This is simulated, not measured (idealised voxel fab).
Title: Process Module voxel lift off
Pictured: cross-section cut, 215 nm wide, on a grid of 5 nm square cells.
For the purposes of this document, a cross-section shall be understood as a grid of square cells, specified as bands listed in top-to-bottom order, each band consisting of one or more rows of cells. Band: top and bottom heights (nm) first, top before bottom; then materials from left to right, widths in nm. "edge to edge" marks a sole material filling the band edge to edge. "blank" denotes empty space. The reference from which all heights are counted is 0, the level beneath which the as-received wafer is entirely one material; the lowest band, having no lower bound, proceeds downward and is written after the example "0 -> down". Read "30->40" as a graded width: first number on top, second number at the bottom, same change between each pair of neighbouring rows. "nothing altered", as given for a step, is the statement that not any cell of the cross-section underwent a change during that step. Closed-off voids of 8+ cells (no open route to the top) go in "Entrapped voids", written width x height at distance from the left edge, in nm. Whatever follows a step's settings on its line is a remark the simulator itself makes about that step. overlay nm: mask offset rightward from planned place, masked step; negative means leftward offset.
### The planned process steps are enumerated hereunder
- 1: op RECEIVE | material Si
- 2: op CONFORMAL_DEP | material Al2O3 | thk nm 10
- 3: op PATTERN | tone open | mask id LINES | material resist | width nm 25 | pitch nm 45 | thk nm 25 | overlay nm 0
- 4: op DIRECTIONAL_DEP | material Ru | thk nm 15
- 5: op STRIP | etch materials resist
- 6: op CONFORMAL_DEP | material SiCN | thk nm 5
### The first of the two wafers, which ran as planned
### Incoming wafer in cross-section (state: after step 1)
> 0 -> down: Si edge to edge
> Entrapped voids: none
### Cross-section of the wafer subsequent to step 2
> 10 -> 0: Al2O3 edge to edge
> All layers under 0 are left as they were.
### Cross-section of the wafer subsequent to step 3
> 35 -> 10: resist (25); blank (25); resist (20); blank (25); resist (20); blank (25); resist (20); blank (25); resist (30)
> All layers under 10 are left as they were.
### Cross-section of the wafer subsequent to step 4
> 50 -> 35: Ru (25); blank (25); Ru (20); blank (25); Ru (20); blank (25); Ru (20); blank (25); Ru (30)
> 35 -> 25: resist (25); blank (25); resist (20); blank (25); resist (20); blank (25); resist (20); blank (25); resist (30)
> 25 -> 10: resist (25); Ru (25); resist (20); Ru (25); resist (20); Ru (25); resist (20); Ru (25); resist (30)
> All layers under 10 are left as they were.
### Cross-section of the wafer subsequent to step 5
> 25 -> 10: blank (25); Ru (25); blank (20); Ru (25); blank (20); Ru (25); blank (20); Ru (25); blank (30)
> All layers under 10 are left as they were.
### Cross-section of the wafer subsequent to step 6
> 30 -> 25: blank (20); SiCN (35); blank (10); SiCN (35); blank (10); SiCN (35); blank (10); SiCN (35); blank (25)
> 25 -> 15: blank (20); SiCN (5); Ru (25); SiCN (5); blank (10); SiCN (5); Ru (25); SiCN (5); blank (10); SiCN (5); Ru (25); SiCN (5); blank (10); SiCN (5); Ru (25); SiCN (5); blank (25)
> 15 -> 10: SiCN (25); Ru (25); SiCN (20); Ru (25); SiCN (20); Ru (25); SiCN (20); Ru (25); SiCN (30)
> All layers under 10 are left as they were.
### Wafer two of two - same starting point, same process plan, one mistake in execution; matches wafer one up to and including step 3
### Second wafer: cross-section at the scheduled end of step 4
> 45 -> 35: Ru (25); blank (25); Ru (20); blank (25); Ru (20); blank (25); Ru (20); blank (25); Ru (30)
> 35 -> 20: resist (25); blank (25); resist (20); blank (25); resist (20); blank (25); resist (20); blank (25); resist (30)
> 20 -> 10: resist (25); Ru (25); resist (20); Ru (25); resist (20); Ru (25); resist (20); Ru (25); resist (30)
> All layers under 10 are left as they were.
### Second wafer: cross-section at the scheduled end of step 5
> 20 -> 10: blank (25); Ru (25); blank (20); Ru (25); blank (20); Ru (25); blank (20); Ru (25); blank (30)
> All layers under 10 are left as they were.
### Second wafer: cross-section at the scheduled end of step 6
> 25 -> 20: blank (20); SiCN (35); blank (10); SiCN (35); blank (10); SiCN (35); blank (10); SiCN (35); blank (25)
> 20 -> 15: blank (20); SiCN (5); Ru (25); SiCN (5); blank (10); SiCN (5); Ru (25); SiCN (5); blank (10); SiCN (5); Ru (25); SiCN (5); blank (10); SiCN (5); Ru (25); SiCN (5); blank (25)
> 15 -> 10: SiCN (25); Ru (25); SiCN (20); Ru (25); SiCN (20); Ru (25); SiCN (20); Ru (25); SiCN (30)
> All layers under 10 are left as they were.
The plan and the run diverged here: step 4 off recipe, ran as op DIRECTIONAL_DEP | material Ru | thk nm 10
Wrapping up, a cell-based count of both wafers puts the second over or under the first for these materials: Ru: 20 fewer | SiCN: 8 fewer
